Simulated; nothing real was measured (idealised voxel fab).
Module name: voxel self aligned vias (process module)
Cross-section cut: width 220 nm, square cells of 5 nm.
A cross-section is a grid of square cells, given in bands from the top down. A band is one or more rows of cells.
A band entry consists of two parts. The first gives the height of the band's top and the height of its bottom, in nm. The rest lists the band's materials from left to right, each with its width in nm. A single material labelled with the word "everywhere" fills the band from edge to edge, and the word "empty" marks empty space.
Height datum 0, below which the as-received substrate wafer is one material. Lowest band open at the bottom, running downward: "0 -> down".
It should be noted that a width expressed as "30->40" varies in equal increments from row to row of cells within the band, taking the value of the first number at the top row and that of the second number at the bottom row.
Step marked "nothing changed"? Then no cell in the cross-section changed in it.
Basically, "Enclosed empty spaces" tells you about the enclosed voids: empty spaces with no open way to the top, 8 cells or bigger, each written width x height at distance, where distance is from the left edge, all in nm.
Note: text after step settings on the step line = simulator remark on that step.
"overlay nm" denotes, for a step that has a mask, the displacement of the mask to the right of its planned place, with negative values corresponding to the left.
Before/after cross-section pairs, one process step each; after shown to lowest changed band; step and settings beneath. Pairs may be from different runs of this module on the same starting wafer; a pair continues from the one above only where its "Pre-step cross-section" entry says so.
Pre-step cross-section
  0 -> down | Si everywhere
  Enclosed empty spaces: none
Post-Process Section
  15 -> 0 | SiO2 everywhere
  Beneath the level 0, the cross-section is identical to its previous state.
  Enclosed empty spaces: none
So what happens between those two cross-sections up there? CONFORMAL_DEP (material SiO2; thk nm 15)
Pre-step cross-section: unchanged from the after cross-section in the pair immediately above; refer to that figure.
Post-Process Section
  20 -> 15 | SiCN everywhere
  Beneath the level 15, the cross-section is identical to its previous state.
  Enclosed empty spaces: none
So what happens between those two cross-sections up there? CONFORMAL_DEP (material SiCN; thk nm 5)
Pre-step cross-section: unchanged from the after cross-section in the pair immediately above; refer to that figure.
Post-Process Section
  45 -> 20 | SiO2 everywhere
  Beneath the level 20, the cross-section is identical to its previous state.
  Enclosed empty spaces: none
So what happens between those two cross-sections up there? DIRECTIONAL_DEP (material SiO2; thk nm 25)
Pre-step cross-section: unchanged from the after cross-section in the pair immediately above; refer to that figure.
Post-Process Section
  55 -> 45 | aC everywhere
  Beneath the level 45, the cross-section is identical to its previous state.
  Enclosed empty spaces: none
So what happens between those two cross-sections up there? DIRECTIONAL_DEP (material aC; thk nm 10)
Pre-step cross-section: unchanged from the after cross-section in the pair immediately above; refer to that figure.
Post-Process Section
  80 -> 55 | 60 resist, then 30 empty, then 40 resist, then 30 empty, then 60 resist
  Beneath the level 55, the cross-section is identical to its previous state.
  Enclosed empty spaces: none
So what happens between those two cross-sections up there? PATTERN (tone open; mask id LINES; material resist; width nm 30; pitch nm 70; thk nm 25; overlay nm 0)
Pre-step cross-section: unchanged from the after cross-section in the pair immediately above; refer to that figure.
Post-Process Section
  70 -> 55 | 60 resist, then 30 empty, then 40 resist, then 30 empty, then 60 resist
  55 -> 45 | 60 aC, then 30 empty, then 40 aC, then 30 empty, then 60 aC
  Beneath the level 45, the cross-section is identical to its previous state.
  Enclosed empty spaces: none
So what happens between those two cross-sections up there? DIRECTIONAL_ETCH (etch materials aC; depth nm 10)
Pre-step cross-section: unchanged from the after cross-section in the pair immediately above; refer to that figure.
Post-Process Section
  55 -> 45 | 60 aC, then 30 empty, then 40 aC, then 30 empty, then 60 aC
  Beneath the level 45, the cross-section is identical to its previous state.
  Enclosed empty spaces: none
So what happens between those two cross-sections up there? STRIP (etch materials resist)
Pre-step cross-section: unchanged from the after cross-section in the pair immediately above; refer to that figure.
Post-Process Section
  55 -> 45 | 60 aC, then 30 empty, then 40 aC, then 30 empty, then 60 aC
  45 -> 20 | 60 SiO2, then 30 empty, then 40 SiO2, then 30 empty, then 60 SiO2
  Beneath the level 20, the cross-section is identical to its previous state.
  Enclosed empty spaces: none
So what happens between those two cross-sections up there? DIRECTIONAL_ETCH (etch materials SiO2; depth nm 25)
Pre-step cross-section: unchanged from the after cross-section in the pair immediately above; refer to that figure.
Post-Process Section
  45 -> 20 | 60 SiO2, then 30 empty, then 40 SiO2, then 30 empty, then 60 SiO2
  Beneath the level 20, the cross-section is identical to its previous state.
  Enclosed empty spaces: none
So what happens between those two cross-sections up there? STRIP (etch materials aC)
Pre-step cross-section: unchanged from the after cross-section in the pair immediately above; refer to that figure.
Post-Process Section
  50 -> 45 | 65 TiN, then 20 empty, then 50 TiN, then 20 empty, then 65 TiN
  45 -> 25 | 60 SiO2, then 5 TiN, then 20 empty, then 5 TiN, then 40 SiO2, then 5 TiN, then 20 empty, then 5 TiN, then 60 SiO2
  25 -> 20 | 60 SiO2, then 30 TiN, then 40 SiO2, then 30 TiN, then 60 SiO2
  Beneath the level 20, the cross-section is identical to its previous state.
  Enclosed empty spaces: none
So what happens between those two cross-sections up there? CONFORMAL_DEP (material TiN; thk nm 5)
Pre-step cross-section: unchanged from the after cross-section in the pair immediately above; refer to that figure.
Post-Process Section
  60 -> 50 | Ru everywhere
  50 -> 45 | 65 TiN, then 20 Ru, then 50 TiN, then 20 Ru, then 65 TiN
  45 -> 25 | 60 SiO2, then 5 TiN, then 20 Ru, then 5 TiN, then 40 SiO2, then 5 TiN, then 20 Ru, then 5 TiN, then 60 SiO2
  Beneath the level 25, the cross-section is identical to its previous state.
  Enclosed empty spaces: none
So what happens between those two cross-sections up there? FILL_DEP (material Ru; thk nm 10)
Pre-step cross-section: unchanged from the after cross-section in the pair immediately above; refer to that figure.
Post-Process Section
  45 -> 25 | 60 SiO2, then 5 TiN, then 20 Ru, then 5 TiN, then 40 SiO2, then 5 TiN, then 20 Ru, then 5 TiN, then 60 SiO2
  Beneath the level 25, the cross-section is identical to its previous state.
  Enclosed empty spaces: none
So what happens between those two cross-sections up there? CMP (height nm 45)
Pre-step cross-section: unchanged from the after cross-section in the pair immediately above; refer to that figure.
Post-Process Section
  45 -> 35 | 60 SiO2, then 30 empty, then 40 SiO2, then 30 empty, then 60 SiO2
  Beneath the level 35, the cross-section is identical to its previous state.
  Enclosed empty spaces: none
So what happens between those two cross-sections up there? SELECTIVE_ETCH (etch materials W Ru TiN; depth nm 10)
Pre-step cross-section: unchanged from the after cross-section in the pair immediately above; refer to that figure.
Post-Process Section
  55 -> 45 | SiN everywhere
  45 -> 35 | 60 SiO2, then 30 SiN, then 40 SiO2, then 30 SiN, then 60 SiO2
  Beneath the level 35, the cross-section is identical to its previous state.
  Enclosed empty spaces: none
So what happens between those two cross-sections up there? FILL_DEP (material SiN; thk nm 10)
Pre-step cross-section: unchanged from the after cross-section in the pair immediately above; refer to that figure.
Post-Process Section
  45 -> 35 | 60 SiO2, then 30 SiN, then 40 SiO2, then 30 SiN, then 60 SiO2
  Beneath the level 35, the cross-section is identical to its previous state.
  Enclosed empty spaces: none
So what happens between those two cross-sections up there? CMP (height nm 45)
Pre-step cross-section: unchanged from the after cross-section in the pair immediately above; refer to that figure.
Post-Process Section
  60 -> 45 | SiO2 everywhere
  Beneath the level 45, the cross-section is identical to its previous state.
  Enclosed empty spaces: none
So what happens between those two cross-sections up there? DIRECTIONAL_DEP (material SiO2; thk nm 15)
Pre-step cross-section: unchanged from the after cross-section in the pair immediately above; refer to that figure.
Post-Process Section
  60 -> 45 | 50 SiO2, then 50 empty, then 20 SiO2, then 50 empty, then 50 SiO2
  Beneath the level 45, the cross-section is identical to its previous state.
  Enclosed empty spaces: none
So what happens between those two cross-sections up there? MASKED_ETCH (tone open; mask id VIAS; width nm 50; pitch nm 70; etch materials SiO2; depth nm 15; overlay nm 0)
Pre-step cross-section: unchanged from the after cross-section in the pair immediately above; refer to that figure.
Post-Process Section
  60 -> 45 | 50 SiO2, then 50 empty, then 20 SiO2, then 50 empty, then 50 SiO2
  45 -> 35 | 60 SiO2, then 30 empty, then 40 SiO2, then 30 empty, then 60 SiO2
  Beneath the level 35, the cross-section is identical to its previous state.
  Enclosed empty spaces: none
So what happens between those two cross-sections up there? MASKED_ETCH (tone open; mask id VIAS; width nm 50; pitch nm 70; etch materials SiN; depth nm 10; overlay nm 0)
Pre-step cross-section: unchanged from the after cross-section in the pair immediately above; refer to that figure.
Post-Process Section
  65 -> 60 | 55 TiN, then 40 empty, then 30 TiN, then 40 empty, then 55 TiN
  60 -> 50 | 50 SiO2, then 5 TiN, then 40 empty, then 5 TiN, then 20 SiO2, then 5 TiN, then 40 empty, then 5 TiN, then 50 SiO2
  50 -> 40 | 50->60 SiO2, then 15->5 TiN, then 20 empty, then 15->5 TiN, then 20->40 SiO2, then 15->5 TiN, then 20 empty, then 15->5 TiN, then 50->60 SiO2
  40 -> 35 | 60 SiO2, then 30 TiN, then 40 SiO2, then 30 TiN, then 60 SiO2
  Beneath the level 35, the cross-section is identical to its previous state.
  Enclosed empty spaces: none
So what happens between those two cross-sections up there? CONFORMAL_DEP (material TiN; thk nm 5)
Pre-step cross-section: unchanged from the after cross-section in the pair immediately above; refer to that figure.
Post-Process Section
  70 -> 65 | Cu everywhere
  65 -> 60 | 55 TiN, then 40 Cu, then 30 TiN, then 40 Cu, then 55 TiN
  60 -> 50 | 50 SiO2, then 5 TiN, then 40 Cu, then 5 TiN, then 20 SiO2, then 5 TiN, then 40 Cu, then 5 TiN, then 50 SiO2
  50 -> 40 | 50->60 SiO2, then 15->5 TiN, then 20 Cu, then 15->5 TiN, then 20->40 SiO2, then 15->5 TiN, then 20 Cu, then 15->5 TiN, then 50->60 SiO2
  Beneath the level 40, the cross-section is identical to its previous state.
  Enclosed empty spaces: none
So what happens between those two cross-sections up there? FILL_DEP (material Cu; thk nm 5)
Pre-step cross-section: unchanged from the after cross-section in the pair immediately above; refer to that figure.
Post-Process Section
  60 -> 50 | 50 SiO2, then 5 TiN, then 40 Cu, then 5 TiN, then 20 SiO2, then 5 TiN, then 40 Cu, then 5 TiN, then 50 SiO2
  Beneath the level 50, the cross-section is identical to its previous state.
  Enclosed empty spaces: none
So what happens between those two cross-sections up there? CMP (height nm 60)
Pre-step cross-section: unchanged from the after cross-section in the pair immediately above; refer to that figure.
Post-Process Section
  65 -> 60 | SiCN everywhere
  Beneath the level 60, the cross-section is identical to its previous state.
  Enclosed empty spaces: none
So what happens between those two cross-sections up there? CONFORMAL_DEP (material SiCN; thk nm 5)
Pre-step cross-section
  15 -> 0 | SiO2 everywhere
  0 -> down | Si everywhere
  Enclosed empty spaces: none
Post-Process Section
  40 -> 0 | SiO2 everywhere
  Beneath the level 0, the cross-section is identical to its previous state.
  Enclosed empty spaces: none
So what happens between those two cross-sections up there? DIRECTIONAL_DEP (material SiO2; thk nm 25)
Pre-step cross-section: unchanged from the after cross-section in the pair immediately above; refer to that figure.
Post-Process Section
  50 -> 40 | aC everywhere
  Beneath the level 40, the cross-section is identical to its previous state.
  Enclosed empty spaces: none
So what happens between those two cross-sections up there? DIRECTIONAL_DEP (material aC; thk nm 10)
Pre-step cross-section: unchanged from the after cross-section in the pair immediately above; refer to that figure.
Post-Process Section
  75 -> 50 | 60 resist, then 30 empty, then 40 resist, then 30 empty, then 60 resist
  Beneath the level 50, the cross-section is identical to its previous state.
  Enclosed empty spaces: none
So what happens between those two cross-sections up there? PATTERN (tone open; mask id LINES; material resist; width nm 30; pitch nm 70; thk nm 25; overlay nm 0)
Pre-step cross-section: unchanged from the after cross-section in the pair immediately above; refer to that figure.
Post-Process Section
  65 -> 50 | 60 resist, then 30 empty, then 40 resist, then 30 empty, then 60 resist
  50 -> 40 | 60 aC, then 30 empty, then 40 aC, then 30 empty, then 60 aC
  Beneath the level 40, the cross-section is identical to its previous state.
  Enclosed empty spaces: none
So what happens between those two cross-sections up there? DIRECTIONAL_ETCH (etch materials aC; depth nm 10)
Pre-step cross-section: unchanged from the after cross-section in the pair immediately above; refer to that figure.
Post-Process Section
  50 -> 40 | 60 aC, then 30 empty, then 40 aC, then 30 empty, then 60 aC
  Beneath the level 40, the cross-section is identical to its previous state.
  Enclosed empty spaces: none
So what happens between those two cross-sections up there? STRIP (etch materials resist)
Pre-step cross-section: unchanged from the after cross-section in the pair immediately above; refer to that figure.
Post-Process Section
  50 -> 40 | 60 aC, then 30 empty, then 40 aC, then 30 empty, then 60 aC
  40 -> 15 | 60 SiO2, then 30 empty, then 40 SiO2, then 30 empty, then 60 SiO2
  Beneath the level 15, the cross-section is identical to its previous state.
  Enclosed empty spaces: none
So what happens between those two cross-sections up there? DIRECTIONAL_ETCH (etch materials SiO2; depth nm 25)
Pre-step cross-section: unchanged from the after cross-section in the pair immediately above; refer to that figure.
Post-Process Section
  40 -> 15 | 60 SiO2, then 30 empty, then 40 SiO2, then 30 empty, then 60 SiO2
  Beneath the level 15, the cross-section is identical to its previous state.
  Enclosed empty spaces: none
So what happens between those two cross-sections up there? STRIP (etch materials aC)
Pre-step cross-section: unchanged from the after cross-section in the pair immediately above; refer to that figure.
Post-Process Section
  45 -> 40 | 65 TiN, then 20 empty, then 50 TiN, then 20 empty, then 65 TiN
  40 -> 20 | 60 SiO2, then 5 TiN, then 20 empty, then 5 TiN, then 40 SiO2, then 5 TiN, then 20 empty, then 5 TiN, then 60 SiO2
  20 -> 15 | 60 SiO2, then 30 TiN, then 40 SiO2, then 30 TiN, then 60 SiO2
  Beneath the level 15, the cross-section is identical to its previous state.
  Enclosed empty spaces: none
So what happens between those two cross-sections up there? CONFORMAL_DEP (material TiN; thk nm 5)
Pre-step cross-section: unchanged from the after cross-section in the pair immediately above; refer to that figure.
Post-Process Section
  55 -> 45 | Ru everywhere
  45 -> 40 | 65 TiN, then 20 Ru, then 50 TiN, then 20 Ru, then 65 TiN
  40 -> 20 | 60 SiO2, then 5 TiN, then 20 Ru, then 5 TiN, then 40 SiO2, then 5 TiN, then 20 Ru, then 5 TiN, then 60 SiO2
  Beneath the level 20, the cross-section is identical to its previous state.
  Enclosed empty spaces: none
So what happens between those two cross-sections up there? FILL_DEP (material Ru; thk nm 10)
Pre-step cross-section: unchanged from the after cross-section in the pair immediately above; refer to that figure.
Post-Process Section
  45 -> 40 | 65 TiN, then 20 Ru, then 50 TiN, then 20 Ru, then 65 TiN
  Beneath the level 40, the cross-section is identical to its previous state.
  Enclosed empty spaces: none
So what happens between those two cross-sections up there? CMP (height nm 45)
Pre-step cross-section: unchanged from the after cross-section in the pair immediately above; refer to that figure.
Post-Process Section
  40 -> 35 | 60 SiO2, then 30 empty, then 40 SiO2, then 30 empty, then 60 SiO2
  Beneath the level 35, the cross-section is identical to its previous state.
  Enclosed empty spaces: none
So what happens between those two cross-sections up there? SELECTIVE_ETCH (etch materials W Ru TiN; depth nm 10)
Pre-step cross-section: unchanged from the after cross-section in the pair immediately above; refer to that figure.
Post-Process Section
  50 -> 40 | SiN everywhere
  40 -> 35 | 60 SiO2, then 30 SiN, then 40 SiO2, then 30 SiN, then 60 SiO2
  Beneath the level 35, the cross-section is identical to its previous state.
  Enclosed empty spaces: none
So what happens between those two cross-sections up there? FILL_DEP (material SiN; thk nm 10)
Pre-step cross-section: unchanged from the after cross-section in the pair immediately above; refer to that figure.
Post-Process Section
  45 -> 40 | SiN everywhere
  Beneath the level 40, the cross-section is identical to its previous state.
  Enclosed empty spaces: none
So what happens between those two cross-sections up there? CMP (height nm 45)
Pre-step cross-section: unchanged from the after cross-section in the pair immediately above; refer to that figure.
Post-Process Section
  60 -> 45 | SiO2 everywhere
  Beneath the level 45, the cross-section is identical to its previous state.
  Enclosed empty spaces: none
So what happens between those two cross-sections up there? DIRECTIONAL_DEP (material SiO2; thk nm 15)
Pre-step cross-section: unchanged from the after cross-section in the pair immediately above; refer to that figure.
Post-Process Section
  60 -> 45 | 50 SiO2, then 50 empty, then 20 SiO2, then 50 empty, then 50 SiO2
  Beneath the level 45, the cross-section is identical to its previous state.
  Enclosed empty spaces: none
So what happens between those two cross-sections up there? MASKED_ETCH (tone open; mask id VIAS; width nm 50; pitch nm 70; etch materials SiO2; depth nm 15; overlay nm 0)
Pre-step cross-section: unchanged from the after cross-section in the pair immediately above; refer to that figure.
Post-Process Section
  60 -> 45 | 50 SiO2, then 50 empty, then 20 SiO2, then 50 empty, then 50 SiO2
  45 -> 40 | 50 SiN, then 50 empty, then 20 SiN, then 50 empty, then 50 SiN
  40 -> 35 | 60 SiO2, then 30 empty, then 40 SiO2, then 30 empty, then 60 SiO2
  Beneath the level 35, the cross-section is identical to its previous state.
  Enclosed empty spaces: none
So what happens between those two cross-sections up there? MASKED_ETCH (tone open; mask id VIAS; width nm 50; pitch nm 70; etch materials SiN; depth nm 10; overlay nm 0)
Pre-step cross-section: unchanged from the after cross-section in the pair immediately above; refer to that figure.
Post-Process Section
  65 -> 60 | 55 TiN, then 40 empty, then 30 TiN, then 40 empty, then 55 TiN
  60 -> 45 | 50 SiO2, then 5 TiN, then 40 empty, then 5 TiN, then 20 SiO2, then 5 TiN, then 40 empty, then 5 TiN, then 50 SiO2
  45 -> 40 | 50 SiN, then 15 TiN, then 20 empty, then 15 TiN, then 20 SiN, then 15 TiN, then 20 empty, then 15 TiN, then 50 SiN
  40 -> 35 | 60 SiO2, then 30 TiN, then 40 SiO2, then 30 TiN, then 60 SiO2
  Beneath the level 35, the cross-section is identical to its previous state.
  Enclosed empty spaces: none
So what happens between those two cross-sections up there? CONFORMAL_DEP (material TiN; thk nm 5)
Pre-step cross-section: unchanged from the after cross-section in the pair immediately above; refer to that figure.
Post-Process Section
  70 -> 65 | Cu everywhere
  65 -> 60 | 55 TiN, then 40 Cu, then 30 TiN, then 40 Cu, then 55 TiN
  60 -> 45 | 50 SiO2, then 5 TiN, then 40 Cu, then 5 TiN, then 20 SiO2, then 5 TiN, then 40 Cu, then 5 TiN, then 50 SiO2
  45 -> 40 | 50 SiN, then 15 TiN, then 20 Cu, then 15 TiN, then 20 SiN, then 15 TiN, then 20 Cu, then 15 TiN, then 50 SiN
  Beneath the level 40, the cross-section is identical to its previous state.
  Enclosed empty spaces: none
So what happens between those two cross-sections up there? FILL_DEP (material Cu; thk nm 5)
Pre-step cross-section: unchanged from the after cross-section in the pair immediately above; refer to that figure.
Post-Process Section
  60 -> 45 | 50 SiO2, then 5 TiN, then 40 Cu, then 5 TiN, then 20 SiO2, then 5 TiN, then 40 Cu, then 5 TiN, then 50 SiO2
  Beneath the level 45, the cross-section is identical to its previous state.
  Enclosed empty spaces: none
So what happens between those two cross-sections up there? CMP (height nm 60)
Pre-step cross-section: unchanged from the after cross-section in the pair immediately above; refer to that figure.
Post-Process Section
  65 -> 60 | SiCN everywhere
  Beneath the level 60, the cross-section is identical to its previous state.
  Enclosed empty spaces: none
So what happens between those two cross-sections up there? CONFORMAL_DEP (material SiCN; thk nm 5)
Pre-step cross-section
  15 -> 0 | SiO2 everywhere
  0 -> down | Si everywhere
  Enclosed empty spaces: none
Post-Process Section
  30 -> 0 | SiO2 everywhere
  Beneath the level 0, the cross-section is identical to its previous state.
  Enclosed empty spaces: none
So what happens between those two cross-sections up there? CONFORMAL_DEP (material SiO2; thk nm 15)
Pre-step cross-section: unchanged from the after cross-section in the pair immediately above; refer to that figure.
Post-Process Section
  35 -> 30 | SiCN everywhere
  Beneath the level 30, the cross-section is identical to its previous state.
  Enclosed empty spaces: none
So what happens between those two cross-sections up there? CONFORMAL_DEP (material SiCN; thk nm 5)
Pre-step cross-section: unchanged from the after cross-section in the pair immediately above; refer to that figure.
Post-Process Section
  60 -> 35 | SiO2 everywhere
  Beneath the level 35, the cross-section is identical to its previous state.
  Enclosed empty spaces: none
So what happens between those two cross-sections up there? DIRECTIONAL_DEP (material SiO2; thk nm 25)
Pre-step cross-section: unchanged from the after cross-section in the pair immediately above; refer to that figure.
Post-Process Section
  70 -> 60 | aC everywhere
  Beneath the level 60, the cross-section is identical to its previous state.
  Enclosed empty spaces: none
So what happens between those two cross-sections up there? DIRECTIONAL_DEP (material aC; thk nm 10)
Pre-step cross-section: unchanged from the after cross-section in the pair immediately above; refer to that figure.
Post-Process Section
  95 -> 70 | 60 resist, then 30 empty, then 40 resist, then 30 empty, then 60 resist
  Beneath the level 70, the cross-section is identical to its previous state.
  Enclosed empty spaces: none
So what happens between those two cross-sections up there? PATTERN (tone open; mask id LINES; material resist; width nm 30; pitch nm 70; thk nm 25; overlay nm 0)
Pre-step cross-section: unchanged from the after cross-section in the pair immediately above; refer to that figure.
Post-Process Section
  85 -> 70 | 60 resist, then 30 empty, then 40 resist, then 30 empty, then 60 resist
  70 -> 60 | 60 aC, then 30 empty, then 40 aC, then 30 empty, then 60 aC
  Beneath the level 60, the cross-section is identical to its previous state.
  Enclosed empty spaces: none
So what happens between those two cross-sections up there? DIRECTIONAL_ETCH (etch materials aC; depth nm 10)
Pre-step cross-section: unchanged from the after cross-section in the pair immediately above; refer to that figure.
Post-Process Section
  70 -> 60 | 60 aC, then 30 empty, then 40 aC, then 30 empty, then 60 aC
  Beneath the level 60, the cross-section is identical to its previous state.
  Enclosed empty spaces: none
So what happens between those two cross-sections up there? STRIP (etch materials resist)
Pre-step cross-section: unchanged from the after cross-section in the pair immediately above; refer to that figure.
Post-Process Section
  70 -> 60 | 60 aC, then 30 empty, then 40 aC, then 30 empty, then 60 aC
  60 -> 35 | 60 SiO2, then 30 empty, then 40 SiO2, then 30 empty, then 60 SiO2
  Beneath the level 35, the cross-section is identical to its previous state.
  Enclosed empty spaces: none
So what happens between those two cross-sections up there? DIRECTIONAL_ETCH (etch materials SiO2; depth nm 25)
Pre-step cross-section: unchanged from the after cross-section in the pair immediately above; refer to that figure.
Post-Process Section
  60 -> 35 | 60 SiO2, then 30 empty, then 40 SiO2, then 30 empty, then 60 SiO2
  Beneath the level 35, the cross-section is identical to its previous state.
  Enclosed empty spaces: none
So what happens between those two cross-sections up there? STRIP (etch materials aC)
Pre-step cross-section: unchanged from the after cross-section in the pair immediately above; refer to that figure.
Post-Process Section
  65 -> 60 | 65 TiN, then 20 empty, then 50 TiN, then 20 empty, then 65 TiN
  60 -> 40 | 60 SiO2, then 5 TiN, then 20 empty, then 5 TiN, then 40 SiO2, then 5 TiN, then 20 empty, then 5 TiN, then 60 SiO2
  40 -> 35 | 60 SiO2, then 30 TiN, then 40 SiO2, then 30 TiN, then 60 SiO2
  Beneath the level 35, the cross-section is identical to its previous state.
  Enclosed empty spaces: none
So what happens between those two cross-sections up there? CONFORMAL_DEP (material TiN; thk nm 5)
Pre-step cross-section: unchanged from the after cross-section in the pair immediately above; refer to that figure.
Post-Process Section
  75 -> 65 | Ru everywhere
  65 -> 60 | 65 TiN, then 20 Ru, then 50 TiN, then 20 Ru, then 65 TiN
  60 -> 40 | 60 SiO2, then 5 TiN, then 20 Ru, then 5 TiN, then 40 SiO2, then 5 TiN, then 20 Ru, then 5 TiN, then 60 SiO2
  Beneath the level 40, the cross-section is identical to its previous state.
  Enclosed empty spaces: none
So what happens between those two cross-sections up there? FILL_DEP (material Ru; thk nm 10)
Pre-step cross-section: unchanged from the after cross-section in the pair immediately above; refer to that figure.
Post-Process Section
  45 -> 40 | 60 SiO2, then 5 TiN, then 20 Ru, then 5 TiN, then 40 SiO2, then 5 TiN, then 20 Ru, then 5 TiN, then 60 SiO2
  Beneath the level 40, the cross-section is identical to its previous state.
  Enclosed empty spaces: none
So what happens between those two cross-sections up there? CMP (height nm 45)
Pre-step cross-section: unchanged from the after cross-section in the pair immediately above; refer to that figure.
Post-Process Section
  45 -> 35 | 60 SiO2, then 30 empty, then 40 SiO2, then 30 empty, then 60 SiO2
  Beneath the level 35, the cross-section is identical to its previous state.
  Enclosed empty spaces: none
So what happens between those two cross-sections up there? SELECTIVE_ETCH (etch materials W Ru TiN; depth nm 10)
Pre-step cross-section: unchanged from the after cross-section in the pair immediately above; refer to that figure.
Post-Process Section
  55 -> 45 | SiN everywhere
  45 -> 35 | 60 SiO2, then 30 SiN, then 40 SiO2, then 30 SiN, then 60 SiO2
  Beneath the level 35, the cross-section is identical to its previous state.
  Enclosed empty spaces: none
So what happens between those two cross-sections up there? FILL_DEP (material SiN; thk nm 10)
Pre-step cross-section: unchanged from the after cross-section in the pair immediately above; refer to that figure.
Post-Process Section
  45 -> 35 | 60 SiO2, then 30 SiN, then 40 SiO2, then 30 SiN, then 60 SiO2
  Beneath the level 35, the cross-section is identical to its previous state.
  Enclosed empty spaces: none
So what happens between those two cross-sections up there? CMP (height nm 45)
Pre-step cross-section: unchanged from the after cross-section in the pair immediately above; refer to that figure.
Post-Process Section
  60 -> 45 | SiO2 everywhere
  Beneath the level 45, the cross-section is identical to its previous state.
  Enclosed empty spaces: none
So what happens between those two cross-sections up there? DIRECTIONAL_DEP (material SiO2; thk nm 15)
Pre-step cross-section: unchanged from the after cross-section in the pair immediately above; refer to that figure.
Post-Process Section
  60 -> 45 | 50 SiO2, then 50 empty, then 20 SiO2, then 50 empty, then 50 SiO2
  Beneath the level 45, the cross-section is identical to its previous state.
  Enclosed empty spaces: none
So what happens between those two cross-sections up there? MASKED_ETCH (tone open; mask id VIAS; width nm 50; pitch nm 70; etch materials SiO2; depth nm 15; overlay nm 0)
Pre-step cross-section: unchanged from the after cross-section in the pair immediately above; refer to that figure.
Post-Process Section
  60 -> 45 | 50 SiO2, then 50 empty, then 20 SiO2, then 50 empty, then 50 SiO2
  45 -> 35 | 60 SiO2, then 30 empty, then 40 SiO2, then 30 empty, then 60 SiO2
  Beneath the level 35, the cross-section is identical to its previous state.
  Enclosed empty spaces: none
So what happens between those two cross-sections up there? MASKED_ETCH (tone open; mask id VIAS; width nm 50; pitch nm 70; etch materials SiN; depth nm 10; overlay nm 0)
Pre-step cross-section: unchanged from the after cross-section in the pair immediately above; refer to that figure.
Post-Process Section
  65 -> 60 | 55 TiN, then 40 empty, then 30 TiN, then 40 empty, then 55 TiN
  60 -> 50 | 50 SiO2, then 5 TiN, then 40 empty, then 5 TiN, then 20 SiO2, then 5 TiN, then 40 empty, then 5 TiN, then 50 SiO2
  50 -> 40 | 50->60 SiO2, then 15->5 TiN, then 20 empty, then 15->5 TiN, then 20->40 SiO2, then 15->5 TiN, then 20 empty, then 15->5 TiN, then 50->60 SiO2
  40 -> 35 | 60 SiO2, then 30 TiN, then 40 SiO2, then 30 TiN, then 60 SiO2
  Beneath the level 35, the cross-section is identical to its previous state.
  Enclosed empty spaces: none
So what happens between those two cross-sections up there? CONFORMAL_DEP (material TiN; thk nm 5)
Pre-step cross-section: unchanged from the after cross-section in the pair immediately above; refer to that figure.
Post-Process Section
  70 -> 65 | Cu everywhere
  65 -> 60 | 55 TiN, then 40 Cu, then 30 TiN, then 40 Cu, then 55 TiN
  60 -> 50 | 50 SiO2, then 5 TiN, then 40 Cu, then 5 TiN, then 20 SiO2, then 5 TiN, then 40 Cu, then 5 TiN, then 50 SiO2
  50 -> 40 | 50->60 SiO2, then 15->5 TiN, then 20 Cu, then 15->5 TiN, then 20->40 SiO2, then 15->5 TiN, then 20 Cu, then 15->5 TiN, then 50->60 SiO2
  Beneath the level 40, the cross-section is identical to its previous state.
  Enclosed empty spaces: none
So what happens between those two cross-sections up there? FILL_DEP (material Cu; thk nm 5)
Pre-step cross-section: unchanged from the after cross-section in the pair immediately above; refer to that figure.
Post-Process Section
  60 -> 50 | 50 SiO2, then 5 TiN, then 40 Cu, then 5 TiN, then 20 SiO2, then 5 TiN, then 40 Cu, then 5 TiN, then 50 SiO2
  Beneath the level 50, the cross-section is identical to its previous state.
  Enclosed empty spaces: none
So what happens between those two cross-sections up there? CMP (height nm 60)
Pre-step cross-section: unchanged from the after cross-section in the pair immediately above; refer to that figure.
Post-Process Section
  65 -> 60 | SiCN everywhere
  Beneath the level 60, the cross-section is identical to its previous state.
  Enclosed empty spaces: none
So what happens between those two cross-sections up there? CONFORMAL_DEP (material SiCN; thk nm 5)
Pre-step cross-section
  40 -> 0 | SiO2 everywhere
  0 -> down | Si everywhere
  Enclosed empty spaces: none
Post-Process Section
  45 -> 40 | SiCN everywhere
  Beneath the level 40, the cross-section is identical to its previous state.
  Enclosed empty spaces: none
So what happens between those two cross-sections up there? CONFORMAL_DEP (material SiCN; thk nm 5)
Pre-step cross-section: unchanged from the after cross-section in the pair immediately above; refer to that figure.
Post-Process Section
  55 -> 45 | aC everywhere
  Beneath the level 45, the cross-section is identical to its previous state.
  Enclosed empty spaces: none
So what happens between those two cross-sections up there? DIRECTIONAL_DEP (material aC; thk nm 10)
Pre-step cross-section: unchanged from the after cross-section in the pair immediately above; refer to that figure.
Post-Process Section
  80 -> 55 | 60 resist, then 30 empty, then 40 resist, then 30 empty, then 60 resist
  Beneath the level 55, the cross-section is identical to its previous state.
  Enclosed empty spaces: none
So what happens between those two cross-sections up there? PATTERN (tone open; mask id LINES; material resist; width nm 30; pitch nm 70; thk nm 25; overlay nm 0)
Pre-step cross-section: unchanged from the after cross-section in the pair immediately above; refer to that figure.
Post-Process Section
  70 -> 55 | 60 resist, then 30 empty, then 40 resist, then 30 empty, then 60 resist
  55 -> 45 | 60 aC, then 30 empty, then 40 aC, then 30 empty, then 60 aC
  Beneath the level 45, the cross-section is identical to its previous state.
  Enclosed empty spaces: none
So what happens between those two cross-sections up there? DIRECTIONAL_ETCH (etch materials aC; depth nm 10)
Pre-step cross-section: unchanged from the after cross-section in the pair immediately above; refer to that figure.
Post-Process Section
  55 -> 45 | 60 aC, then 30 empty, then 40 aC, then 30 empty, then 60 aC
  Beneath the level 45, the cross-section is identical to its previous state.
  Enclosed empty spaces: none
So what happens between those two cross-sections up there? STRIP (etch materials resist)
Pre-step cross-section: unchanged from the after cross-section in the pair immediately above; refer to that figure.
Post-Process Section
  45 -> 40 | SiCN everywhere
  Beneath the level 40, the cross-section is identical to its previous state.
  Enclosed empty spaces: none
So what happens between those two cross-sections up there? STRIP (etch materials aC)
Pre-step cross-section: unchanged from the after cross-section in the pair immediately above; refer to that figure.
Post-Process Section
  50 -> 45 | TiN everywhere
  Beneath the level 45, the cross-section is identical to its previous state.
  Enclosed empty spaces: none
So what happens between those two cross-sections up there? CONFORMAL_DEP (material TiN; thk nm 5)
Pre-step cross-section: unchanged from the after cross-section in the pair immediately above; refer to that figure.
Post-Process Section
  60 -> 50 | Ru everywhere
  Beneath the level 50, the cross-section is identical to its previous state.
  Enclosed empty spaces: none
So what happens between those two cross-sections up there? FILL_DEP (material Ru; thk nm 10)
Pre-step cross-section: unchanged from the after cross-section in the pair immediately above; refer to that figure.
Post-Process Section
  45 -> 40 | SiCN everywhere
  Beneath the level 40, the cross-section is identical to its previous state.
  Enclosed empty spaces: none
So what happens between those two cross-sections up there? CMP (height nm 45)
